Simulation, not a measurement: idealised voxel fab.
The process module that follows is named voxel tone inversion.
Square cell edge 5 nm, section width 270 nm, ID cut.
When this document writes out a cross-section, it uses a grid of square cells and lists it as bands, beginning at the top and moving down, with a band standing for one or more rows of cells. Band entry format. Leading values: height of top, height of bottom, nm. Remainder: materials in left-to-right order, each with its width in nm. Special words: "everywhere" on a single material, which then fills the band edge to edge; "blank", empty space. Counting heights begins at 0, where everything beneath is, in the wafer as received, one material. The lowest band has no bottom; it goes on downwards, as "top 0, no bottom" shows. Graded width ("30..40"): value in top row of band = first number; value in bottom row = second number; row-to-row change constant. "stayed the same" -> step changed no cross-section cell. "Non-vented voids" - sealed voids, min. 8 cells, no opening to top; format: width x height at distance (distance from left edge; nm throughout). Past the settings on a step's line: simulator remark, on that step. "overlay nm" answers the question of how far to the right of plan the mask lay on a step that has a mask, and when it is negative the answer is to the left.

Planned process steps:
1 RECEIVE | material Si
2 CONFORMAL_DEP | material SiCN | thk nm 5
3 DIRECTIONAL_DEP | material aC | thk nm 20
4 PATTERN | tone cover | mask id POSTS | material resist | width nm 20 | pitch nm 50 | thk nm 30 | overlay nm 0
5 DIRECTIONAL_ETCH | etch materials aC | depth nm 20
6 STRIP | etch materials resist
7 FILL_DEP | material lowk | thk nm 5
8 CMP | height nm 25
9 STRIP | etch materials aC
10 CONFORMAL_DEP | material TiN | thk nm 5
11 FILL_DEP | material Ru | thk nm 5
12 CMP | height nm 25
13 CONFORMAL_DEP | material SiN | thk nm 5

What follows covers the first of two wafers; it ran as planned:

Wafer at receipt (post step 1), cross-section:
	top 0, no bottom  Si everywhere
	Non-vented voids: none

Wafer after step 2 (cross-section):
	top 5, bottom 0  SiCN everywhere
	Anything lower than 0 is untouched.

Wafer after step 3 (cross-section):
	top 25, bottom 5  aC everywhere
	Anything lower than 5 is untouched.

Wafer after step 4 (cross-section):
	top 55, bottom 25  100 blank; 20 resist; 30 blank; 20 resist; 100 blank
	Anything lower than 25 is untouched.

Wafer after step 5 (cross-section):
	top 35, bottom 25  100 blank; 20 resist; 30 blank; 20 resist; 100 blank
	top 25, bottom 5  100 blank; 20 aC; 30 blank; 20 aC; 100 blank
	Anything lower than 5 is untouched.

Wafer after step 6 (cross-section):
	top 25, bottom 5  100 blank; 20 aC; 30 blank; 20 aC; 100 blank
	Anything lower than 5 is untouched.

Wafer after step 7 (cross-section):
	top 30, bottom 25  lowk everywhere
	top 25, bottom 5  100 lowk; 20 aC; 30 lowk; 20 aC; 100 lowk
	Anything lower than 5 is untouched.

Wafer after step 8 (cross-section):
	top 25, bottom 5  100 lowk; 20 aC; 30 lowk; 20 aC; 100 lowk
	Anything lower than 5 is untouched.

Wafer after step 9 (cross-section):
	top 25, bottom 5  100 lowk; 20 blank; 30 lowk; 20 blank; 100 lowk
	Anything lower than 5 is untouched.

Wafer after step 10 (cross-section):
	top 30, bottom 25  105 TiN; 10 blank; 40 TiN; 10 blank; 105 TiN
	top 25, bottom 10  100 lowk; 5 TiN; 10 blank; 5 TiN; 30 lowk; 5 TiN; 10 blank; 5 TiN; 100 lowk
	top 10, bottom 5  100 lowk; 20 TiN; 30 lowk; 20 TiN; 100 lowk
	Anything lower than 5 is untouched.

Wafer after step 11 (cross-section):
	top 35, bottom 30  Ru everywhere
	top 30, bottom 25  105 TiN; 10 Ru; 40 TiN; 10 Ru; 105 TiN
	top 25, bottom 10  100 lowk; 5 TiN; 10 Ru; 5 TiN; 30 lowk; 5 TiN; 10 Ru; 5 TiN; 100 lowk
	Anything lower than 10 is untouched.

Wafer after step 12 (cross-section):
	top 25, bottom 10  100 lowk; 5 TiN; 10 Ru; 5 TiN; 30 lowk; 5 TiN; 10 Ru; 5 TiN; 100 lowk
	Anything lower than 10 is untouched.

Wafer after step 13 (cross-section):
	top 30, bottom 25  SiN everywhere
	Anything lower than 25 is untouched.

The Second Wafer: Common Origin and Plan, One Mistake in Execution, Identical to the First Through Step 11:

Cross-sectional view of the second wafer at the intended end time of process step 12:
	top 30, bottom 25  105 TiN; 10 Ru; 40 TiN; 10 Ru; 105 TiN
	Anything lower than 25 is untouched.

Cross-sectional view of the second wafer at the intended end time of process step 13:
	top 35, bottom 30  SiN everywhere
	Anything lower than 30 is untouched.
Heads up, the wafer didn't run the way we planned it: note that step 12 departed from the planned setting and was carried out as CMP | height nm 30
Final tally in cells, some materials are higher or lower on the second wafer than on the first: +4 Ru | +50 TiN
